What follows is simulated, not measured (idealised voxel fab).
Process module name: voxel released beams
Cross-section cut: width 230 nm, square cells of 5 nm.
Each cross-section below is a grid of square cells, stated as bands in top-down order, with one or more rows of cells making up each band. A band entry consists of two parts. The first gives the height of the band's top and the height of its bottom, in nm. The rest lists the band's materials from left to right, each with its width in nm. A single material labelled with the word "all across" fills the band from edge to edge, and the word "blank" marks empty space. For the purposes of this specification, 0 denotes the height below which the wafer in its as-received condition is composed wholly of one material, and the lowermost band, lacking a lower limit, extends downward without end, as expressed in "0 nm and below". Graded width ("30->40"): value in top row of band = first number; value in bottom row = second number; row-to-row change constant. "nothing was modified", as given for a step, is the statement that not any cell of the cross-section underwent a change during that step. The label "Enclosed cavity list" introduces a list of the empty spaces, 8 cells or larger, that have no open way up to the top; each entry in it reads width x height at distance, where the distance is taken from the left edge and all three are stated in nm. Where a step's line continues beyond its settings, the continuation is a remark by the simulator itself on that step. Regarding "overlay nm": on a step with a mask, it is the distance the mask lay to the right of its planned place; a negative value places it to the left.
-- Planned process steps
1) RECEIVE,material Si
2) CONFORMAL_DEP,material SiN,thk nm 5
3) DIRECTIONAL_DEP,material SiO2,thk nm 20
4) DIRECTIONAL_DEP,material aC,thk nm 10
5) PATTERN,tone open,mask id ANCHOR,material resist,width nm 25,thk nm 30,overlay nm 0
6) DIRECTIONAL_ETCH,etch materials aC,depth nm 10
7) STRIP,etch materials resist
8) DIRECTIONAL_ETCH,etch materials SiO2,depth nm 20
9) STRIP,etch materials aC
10) CONFORMAL_DEP,material polySi,thk nm 10
11) DIRECTIONAL_DEP,material aC,thk nm 15
12) PATTERN,tone cover,mask id BEAM,material resist,width nm 110,thk nm 30,overlay nm 0
13) DIRECTIONAL_ETCH,etch materials aC,depth nm 15
14) STRIP,etch materials resist
15) DIRECTIONAL_ETCH,etch materials polySi,depth nm 10
16) STRIP,etch materials aC
17) STRIP,etch materials SiO2
-- Wafer cross-section on receipt, i.e. after step 1
> 0 nm and below = Si all across
> Enclosed cavity list: none
-- End-of-module XS, first of two wafers, run as planned
> 35 nm to 25 nm = blank 55, polySi 15, blank 5, polySi 90, blank 65
> 25 nm to 15 nm = blank 60, polySi 10, blank 5, polySi 10, blank 145
> 15 nm to 5 nm = blank 60, polySi 25, blank 145
> 5 nm to 0 nm = SiN all across
> 0 nm and below = Si all across
> Enclosed cavity list: none
-- Wafer two, end of module, cross-section. Same start, same plan as wafer one. One mistake in the run
> 35 nm to 25 nm = blank 55, polySi 40, blank 135
> 25 nm to 15 nm = blank 50, polySi 10, SiO2 25, polySi 10, blank 135
> 15 nm to 5 nm = blank 50, polySi 10, SiO2 25, polySi 80, blank 65
> 5 nm to 0 nm = SiN all across
> 0 nm and below = Si all across
> Enclosed cavity list: none
Against the plan, the run slipped here: rather than as planned, step 5 actually ran as PATTERN,tone cover,mask id ANCHOR,material resist,width nm 25,thk nm 30,overlay nm 0
Bottom line after processing is that, in cells, the second wafer is up or down on some materials versus the first: SiO2 +20
